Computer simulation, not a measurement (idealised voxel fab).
process module | voxel self aligned contacts
cross-section cut | 195 nm wide | cells 5 nm
A cross-section is a grid of square cells, given in bands from the top down. A band is one or more rows of cells.
Each band's line starts with the height of the band's top and of its bottom, in nm. Then come its materials from left to right, each with its width in nm. One material with "throughout" fills the band from edge to edge. "air" is empty space.
Height 0 is the level under which the wafer as received is all one material. The lowest band goes on downwards, as in "0 down".
A width such as "30 to 40" changes by the same amount from each row of cells to the next, from the band's top row to its bottom row.
"no change" after a step means that no cell of the cross-section changed.
closed voids: empty space of 8 cells or more with no open way to the top, each as width x height at its distance from the left edge, in nm
after a step's settings: what the simulator itself notes on the step
overlay nm, on a step with a mask: how far to the right of its planned place the mask lay; to the left if negative
plan
1 op RECEIVE | material Si
2 op OXIDIZE | depth nm 5
3 op DIRECTIONAL_DEP | material polySi | thk nm 30
4 op DIRECTIONAL_DEP | material SiN | thk nm 25
5 op PATTERN | tone cover | mask id GATE | material resist | width nm 30 | pitch nm 75 | thk nm 15 | overlay nm 0
6 op DIRECTIONAL_ETCH | etch materials SiN | depth nm 25
7 op DIRECTIONAL_ETCH | etch materials polySi | depth nm 30
8 op STRIP | etch materials resist
9 op CONFORMAL_DEP | material SiN | thk nm 10
10 op DIRECTIONAL_ETCH | etch materials SiN | depth nm 10
11 op FILL_DEP | material SiO2 | thk nm 20
12 op CMP | height nm 65
13 op MASKED_ETCH | tone open | mask id CONTACT | width nm 55 | etch materials SiO2 | depth nm 70 | overlay nm 0
14 op CONFORMAL_DEP | material TiN | thk nm 5
15 op FILL_DEP | material W | thk nm 5
16 op CMP | height nm 65
17 op CONFORMAL_DEP | material SiCN | thk nm 5
first wafer, as planned
as received, after step 1
  0 down: Si throughout
  closed voids: none
after step 2
  0 to -5: SiO2 throughout
  below -5: unchanged
after step 3
  30 to 0: polySi throughout
  below 0: unchanged
after step 4
  55 to 30: SiN throughout
  below 30: unchanged
after step 5
  70 to 55: air 45 | resist 30 | air 45 | resist 30 | air 45
  below 55: unchanged
after step 6
  70 to 55: air 45 | resist 30 | air 45 | resist 30 | air 45
  55 to 30: air 45 | SiN 30 | air 45 | SiN 30 | air 45
  below 30: unchanged
after step 7
  70 to 55: air 45 | resist 30 | air 45 | resist 30 | air 45
  55 to 30: air 45 | SiN 30 | air 45 | SiN 30 | air 45
  30 to 0: air 45 | polySi 30 | air 45 | polySi 30 | air 45
  below 0: unchanged
after step 8
  55 to 30: air 45 | SiN 30 | air 45 | SiN 30 | air 45
  below 30: unchanged
after step 9
  65 to 30: air 35 | SiN 50 | air 25 | SiN 50 | air 35
  30 to 10: air 35 | SiN 10 | polySi 30 | SiN 10 | air 25 | SiN 10 | polySi 30 | SiN 10 | air 35
  10 to 0: SiN 45 | polySi 30 | SiN 45 | polySi 30 | SiN 45
  below 0: unchanged
after step 10
  55 to 30: air 35 | SiN 50 | air 25 | SiN 50 | air 35
  30 to 0: air 35 | SiN 10 | polySi 30 | SiN 10 | air 25 | SiN 10 | polySi 30 | SiN 10 | air 35
  below 0: unchanged
after step 11
  75 to 55: SiO2 throughout
  55 to 30: SiO2 35 | SiN 50 | SiO2 25 | SiN 50 | SiO2 35
  30 to 0: SiO2 35 | SiN 10 | polySi 30 | SiN 10 | SiO2 25 | SiN 10 | polySi 30 | SiN 10 | SiO2 35
  below 0: unchanged
after step 12
  65 to 55: SiO2 throughout
  below 55: unchanged
after step 13
  65 to 55: SiO2 70 | air 55 | SiO2 70
  55 to 30: SiO2 35 | SiN 50 | air 25 | SiN 50 | SiO2 35
  30 to 0: SiO2 35 | SiN 10 | polySi 30 | SiN 10 | air 25 | SiN 10 | polySi 30 | SiN 10 | SiO2 35
  0 to -5: SiO2 85 | air 25 | SiO2 85
  below -5: unchanged
after step 14
  70 to 65: TiN 75 | air 45 | TiN 75
  65 to 55: SiO2 70 | TiN 5 to 20 | air 45 to 15 | TiN 5 to 20 | SiO2 70
  55 to 30: SiO2 35 | SiN 50 | TiN 5 | air 15 | TiN 5 | SiN 50 | SiO2 35
  30 to 0: SiO2 35 | SiN 10 | polySi 30 | SiN 10 | TiN 5 | air 15 | TiN 5 | SiN 10 | polySi 30 | SiN 10 | SiO2 35
  0 to -5: SiO2 85 | TiN 25 | SiO2 85
  below -5: unchanged
after step 15
  75 to 70: W throughout
  70 to 65: TiN 75 | W 45 | TiN 75
  65 to 55: SiO2 70 | TiN 5 to 20 | W 45 to 15 | TiN 5 to 20 | SiO2 70
  55 to 30: SiO2 35 | SiN 50 | TiN 5 | W 15 | TiN 5 | SiN 50 | SiO2 35
  30 to 0: SiO2 35 | SiN 10 | polySi 30 | SiN 10 | TiN 5 | W 15 | TiN 5 | SiN 10 | polySi 30 | SiN 10 | SiO2 35
  below 0: unchanged
after step 16
  65 to 55: SiO2 70 | TiN 5 to 20 | W 45 to 15 | TiN 5 to 20 | SiO2 70
  below 55: unchanged
after step 17
  70 to 65: SiCN throughout
  below 65: unchanged
second wafer: like start, like plan, one mistake. Through step 8 it matches the first wafer
when step 9 should have ended
  45 to 30: air 45 | SiN 30 | air 45 | SiN 30 | air 45
  below 30: unchanged
when step 10 should have ended
  55 to 30: air 35 | SiN 50 | air 25 | SiN 50 | air 35
  30 to 10: air 35 | SiN 10 | polySi 30 | SiN 10 | air 25 | SiN 10 | polySi 30 | SiN 10 | air 35
  10 to 0: SiN 45 | polySi 30 | SiN 45 | polySi 30 | SiN 45
  below 0: unchanged
when step 11 should have ended
  75 to 55: SiO2 throughout
  55 to 30: SiO2 35 | SiN 50 | SiO2 25 | SiN 50 | SiO2 35
  30 to 10: SiO2 35 | SiN 10 | polySi 30 | SiN 10 | SiO2 25 | SiN 10 | polySi 30 | SiN 10 | SiO2 35
  below 10: unchanged
when step 12 should have ended
  65 to 55: SiO2 throughout
  below 55: unchanged
when step 13 should have ended
  65 to 55: SiO2 70 | air 55 | SiO2 70
  55 to 30: SiO2 35 | SiN 50 | air 25 | SiN 50 | SiO2 35
  30 to 10: SiO2 35 | SiN 10 | polySi 30 | SiN 10 | air 25 | SiN 10 | polySi 30 | SiN 10 | SiO2 35
  below 10: unchanged
when step 14 should have ended
  70 to 65: TiN 75 | air 45 | TiN 75
  65 to 55: SiO2 70 | TiN 5 to 20 | air 45 to 15 | TiN 5 to 20 | SiO2 70
  55 to 30: SiO2 35 | SiN 50 | TiN 5 | air 15 | TiN 5 | SiN 50 | SiO2 35
  30 to 15: SiO2 35 | SiN 10 | polySi 30 | SiN 10 | TiN 5 | air 15 | TiN 5 | SiN 10 | polySi 30 | SiN 10 | SiO2 35
  15 to 10: SiO2 35 | SiN 10 | polySi 30 | SiN 10 | TiN 25 | SiN 10 | polySi 30 | SiN 10 | SiO2 35
  below 10: unchanged
when step 15 should have ended
  75 to 70: W throughout
  70 to 65: TiN 75 | W 45 | TiN 75
  65 to 55: SiO2 70 | TiN 5 to 20 | W 45 to 15 | TiN 5 to 20 | SiO2 70
  55 to 30: SiO2 35 | SiN 50 | TiN 5 | W 15 | TiN 5 | SiN 50 | SiO2 35
  30 to 15: SiO2 35 | SiN 10 | polySi 30 | SiN 10 | TiN 5 | W 15 | TiN 5 | SiN 10 | polySi 30 | SiN 10 | SiO2 35
  below 15: unchanged
when step 16 should have ended
  65 to 55: SiO2 70 | TiN 5 to 20 | W 45 to 15 | TiN 5 to 20 | SiO2 70
  below 55: unchanged
when step 17 should have ended
  70 to 65: SiCN throughout
  below 65: unchanged
what went wrong: steps 9 and 10 were swapped
at the end the second wafer has, in cells: 38 more of SiN | 23 fewer of SiO2 | 6 fewer of TiN | 9 fewer of W
